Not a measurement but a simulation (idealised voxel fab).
process module | voxel spacer lines
cross-section cut | 210 nm wide | cells 5 nm
A cross-section is a grid of square cells, given in bands from the top down. A band is one or more rows of cells.
Each band's line starts with the height of the band's top and of its bottom, in nm. Then come its materials from left to right, each with its width in nm. One material with "throughout" fills the band from edge to edge. "air" is empty space.
Height 0 is the level under which the wafer as received is all one material. The lowest band goes on downwards, as in "0 down".
A width such as "30 to 40" changes by the same amount from each row of cells to the next, from the band's top row to its bottom row.
"no change" after a step means that no cell of the cross-section changed.
closed voids: empty space of 8 cells or more with no open way to the top, each as width x height at its distance from the left edge, in nm
after a step's settings: what the simulator itself notes on the step
overlay nm, on a step with a mask: how far to the right of its planned place the mask lay; to the left if negative
plan
1 op RECEIVE | material Si
2 op CONFORMAL_DEP | material Al2O3 | thk nm 10
3 op DIRECTIONAL_DEP | material W | thk nm 15
4 op DIRECTIONAL_DEP | material aC | thk nm 30
5 op PATTERN | tone cover | mask id MANDREL | material resist | width nm 20 | pitch nm 70 | thk nm 35 | overlay nm 0
6 op DIRECTIONAL_ETCH | etch materials aC | depth nm 30
7 op STRIP | etch materials resist
8 op CONFORMAL_DEP | material SiO2 | thk nm 15
9 op DIRECTIONAL_ETCH | etch materials SiO2 | depth nm 15
10 op STRIP | etch materials aC
11 op DIRECTIONAL_ETCH | etch materials W | depth nm 15
12 op STRIP | etch materials SiO2
13 op FILL_DEP | material lowk | thk nm 10
14 op CMP | height nm 25
first wafer, as planned
as received, after step 1
  0 down: Si throughout
  closed voids: none
after step 2
  10 to 0: Al2O3 throughout
  below 0: unchanged
after step 3
  25 to 10: W throughout
  below 10: unchanged
after step 4
  55 to 25: aC throughout
  below 25: unchanged
after step 5
  90 to 55: air 60 | resist 20 | air 50 | resist 20 | air 60
  below 55: unchanged
after step 6
  60 to 55: air 60 | resist 20 | air 50 | resist 20 | air 60
  55 to 25: air 60 | aC 20 | air 50 | aC 20 | air 60
  below 25: unchanged
after step 7
  55 to 25: air 60 | aC 20 | air 50 | aC 20 | air 60
  below 25: unchanged
after step 8
  70 to 55: air 45 | SiO2 50 | air 20 | SiO2 50 | air 45
  55 to 40: air 45 | SiO2 15 | aC 20 | SiO2 15 | air 20 | SiO2 15 | aC 20 | SiO2 15 | air 45
  40 to 25: SiO2 60 | aC 20 | SiO2 50 | aC 20 | SiO2 60
  below 25: unchanged
after step 9
  55 to 25: air 45 | SiO2 15 | aC 20 | SiO2 15 | air 20 | SiO2 15 | aC 20 | SiO2 15 | air 45
  below 25: unchanged
after step 10
  55 to 25: air 45 | SiO2 15 | air 20 | SiO2 15 | air 20 | SiO2 15 | air 20 | SiO2 15 | air 45
  below 25: unchanged
after step 11
  55 to 25: air 45 | SiO2 15 | air 20 | SiO2 15 | air 20 | SiO2 15 | air 20 | SiO2 15 | air 45
  25 to 10: air 45 | W 15 | air 20 | W 15 | air 20 | W 15 | air 20 | W 15 | air 45
  below 10: unchanged
after step 12
  25 to 10: air 45 | W 15 | air 20 | W 15 | air 20 | W 15 | air 20 | W 15 | air 45
  below 10: unchanged
after step 13
  35 to 25: lowk throughout
  25 to 10: lowk 45 | W 15 | lowk 20 | W 15 | lowk 20 | W 15 | lowk 20 | W 15 | lowk 45
  below 10: unchanged
after step 14
  25 to 10: lowk 45 | W 15 | lowk 20 | W 15 | lowk 20 | W 15 | lowk 20 | W 15 | lowk 45
  below 10: unchanged
second wafer: like start, like plan, one mistake. Through step 5 it matches the first wafer
when step 6 should have ended
  30 to 25: air 60 | aC 20 | air 50 | aC 20 | air 60
  below 25: unchanged
when step 7 should have ended: no change
when step 8 should have ended
  45 to 40: air 45 | SiO2 50 | air 20 | SiO2 50 | air 45
  40 to 30: SiO2 throughout
  30 to 25: SiO2 60 | aC 20 | SiO2 50 | aC 20 | SiO2 60
  below 25: unchanged
when step 9 should have ended
  30 to 25: air 45 | SiO2 15 | aC 20 | SiO2 15 | air 20 | SiO2 15 | aC 20 | SiO2 15 | air 45
  below 25: unchanged
when step 10 should have ended
  30 to 25: air 45 | SiO2 15 | air 20 | SiO2 15 | air 20 | SiO2 15 | air 20 | SiO2 15 | air 45
  below 25: unchanged
when step 11 should have ended
  30 to 25: air 45 | SiO2 15 | air 20 | SiO2 15 | air 20 | SiO2 15 | air 20 | SiO2 15 | air 45
  25 to 10: air 45 | W 15 | air 20 | W 15 | air 20 | W 15 | air 20 | W 15 | air 45
  below 10: unchanged
when step 12 should have ended
  25 to 10: air 45 | W 15 | air 20 | W 15 | air 20 | W 15 | air 20 | W 15 | air 45
  below 10: unchanged
when step 13 should have ended
  35 to 25: lowk throughout
  25 to 10: lowk 45 | W 15 | lowk 20 | W 15 | lowk 20 | W 15 | lowk 20 | W 15 | lowk 45
  below 10: unchanged
when step 14 should have ended
  25 to 10: lowk 45 | W 15 | lowk 20 | W 15 | lowk 20 | W 15 | lowk 20 | W 15 | lowk 45
  below 10: unchanged
what went wrong: step 6 was run twice
at the end the two cross-sections are the same: no effect in what this model computes
